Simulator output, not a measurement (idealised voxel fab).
Process module in this document: voxel capacitor over wiring
Square cell edge 5 nm, section width 240 nm, ID cut.
Cross-sections here: square-cell grids, written as top-down lists of bands, a band being one or more rows of cells. Top height, bottom height, nm. Materials left to right, width each, nm. Single material + "edge to edge" = fills band edge to edge. "blank" = empty. Convention: height 0 is the level below which the wafer, as received, is all one material. The lowest band does not terminate at the bottom but continues downward, represented as "0 down". The expression "30->40" gives the width at the extremes of the band, the first number at its top row of cells and the second at its bottom row, with the width changing by equal amounts from each row to the next in between. Step marked "no modification"? Then no cell in the cross-section changed in it. "Voids, enclosed" means: voids of 8 cells or more that are shut off from the top with no open way through. Written width x height at distance, distance from the left edge, in nm. What comes after the settings on a step's line is commentary from the simulator itself on that step. "overlay nm" denotes, for a step that has a mask, the displacement of the mask to the right of its planned place, with negative values corresponding to the left.

# Steps planned for the process
1,RECEIVE: material Si
2,CONFORMAL_DEP: material SiO2, thk nm 15
3,DIRECTIONAL_DEP: material TiN, thk nm 5
4,DIRECTIONAL_DEP: material W, thk nm 25
5,MASKED_ETCH: tone cover, mask id METAL_1, width nm 20, pitch nm 80, etch materials W, depth nm 25, overlay nm 0
6,MASKED_ETCH: tone cover, mask id METAL_1, width nm 20, pitch nm 80, etch materials TiN, depth nm 5, overlay nm 0
7,CONFORMAL_DEP: material SiN, thk nm 5
8,FILL_DEP: material lowk, thk nm 10
9,CMP: height nm 45
10,CONFORMAL_DEP: material SiCN, thk nm 5
11,DIRECTIONAL_DEP: material SiO2, thk nm 10
12,MASKED_ETCH: tone open, mask id PLUG_1, width nm 15, etch materials SiO2, depth nm 10, overlay nm 0
13,MASKED_ETCH: tone open, mask id PLUG_1, width nm 15, etch materials SiCN, depth nm 5, overlay nm 0
14,EPI: material Ru, thk nm 10
15,EPI: material Ru, thk nm 5
16,DIRECTIONAL_DEP: material TiN, thk nm 5
17,DIRECTIONAL_DEP: material Al2O3, thk nm 5
18,DIRECTIONAL_DEP: material TiN, thk nm 10
19,PATTERN: tone cover, mask id UPPER_PLATE, material resist, width nm 65, thk nm 20, overlay nm 0
20,DIRECTIONAL_ETCH: etch materials TiN, depth nm 10
21,DIRECTIONAL_ETCH: etch materials Al2O3, depth nm 5
22,STRIP: etch materials resist
23,PATTERN: tone cover, mask id LOWER_PLATE, material resist, width nm 75, thk nm 15, overlay nm 0
24,DIRECTIONAL_ETCH: etch materials TiN, depth nm 5
25,STRIP: etch materials resist
26,FILL_DEP: material SiO2, thk nm 15
27,CMP: height nm 90
28,PATTERN: tone open, mask id PLUG_2, material resist, width nm 15, thk nm 20, overlay nm 0
29,DIRECTIONAL_ETCH: etch materials SiO2, depth nm 10
30,STRIP: etch materials resist
31,CONFORMAL_DEP: material TiN, thk nm 5
32,FILL_DEP: material Cu, thk nm 10
33,CMP: height nm 90
34,CONFORMAL_DEP: material SiN, thk nm 5

# Shown in cross-section is the wafer as received, that is, as it stands after step 1
> 0 down: Si edge to edge
> Voids, enclosed: none

# First of two wafers, end-of-module section, run followed plan
> 95 to 90: SiN edge to edge
> 90 to 85: SiO2 85 nm  TiN 5 nm  Cu 5 nm  TiN 5 nm  SiO2 140 nm
> 85 to 80: SiO2 85 nm  TiN 15 nm  SiO2 140 nm
> 80 to 70: SiO2 75 nm  TiN 65 nm  SiO2 100 nm
> 70 to 65: SiO2 75 nm  Al2O3 65 nm  SiO2 100 nm
> 65 to 60: SiO2 70 nm  TiN 75 nm  SiO2 95 nm
> 60 to 50: SiO2 75 nm  Ru 15 nm  SiO2 150 nm
> 50 to 45: SiCN 75 nm  Ru 15 nm  SiCN 150 nm
> 45 to 20: lowk 65 nm  SiN 5 nm  W 20 nm  SiN 5 nm  lowk 50 nm  SiN 5 nm  W 20 nm  SiN 5 nm  lowk 65 nm
> 20 to 15: SiN 70 nm  TiN 20 nm  SiN 60 nm  TiN 20 nm  SiN 70 nm
> 15 to 0: SiO2 edge to edge
> 0 down: Si edge to edge
> Voids, enclosed: none

# The second wafer, shown in cross-section after the module: started the same way as the first and given the same plan, yet one mistake crept into how it was run
> 95 to 90: SiN edge to edge
> 90 to 85: SiO2 85 nm  TiN 5 nm  Cu 5 nm  TiN 5 nm  SiO2 140 nm
> 85 to 80: SiO2 85 nm  TiN 15 nm  SiO2 140 nm
> 80 to 70: SiO2 75 nm  TiN 15 nm  SiO2 150 nm
> 70 to 65: SiO2 75 nm  Al2O3 15 nm  TiN 50 nm  SiO2 100 nm
> 65 to 60: SiO2 75 nm  TiN 65 nm  SiO2 100 nm
> 60 to 55: SiO2 90 nm  Al2O3 50 nm  SiO2 100 nm
> 55 to 50: SiO2 70 nm  TiN 5 nm  SiO2 15 nm  TiN 55 nm  SiO2 95 nm
> 50 to 45: SiCN edge to edge
> 45 to 20: lowk 65 nm  SiN 5 nm  W 20 nm  SiN 5 nm  lowk 50 nm  SiN 5 nm  W 20 nm  SiN 5 nm  lowk 65 nm
> 20 to 15: SiN 70 nm  TiN 20 nm  SiN 60 nm  TiN 20 nm  SiN 70 nm
> 15 to 0: SiO2 edge to edge
> 0 down: Si edge to edge
> Voids, enclosed: none
Error vs. plan: step 12 ran as: MASKED_ETCH: tone cover, mask id PLUG_1, width nm 15, etch materials SiO2, depth nm 10, overlay nm 0
Once processing is complete, comparing cell counts shows that the second wafer has more or fewer of certain materials than the first: Ru: 9 fewer | SiCN: 3 more | SiO2: 6 more
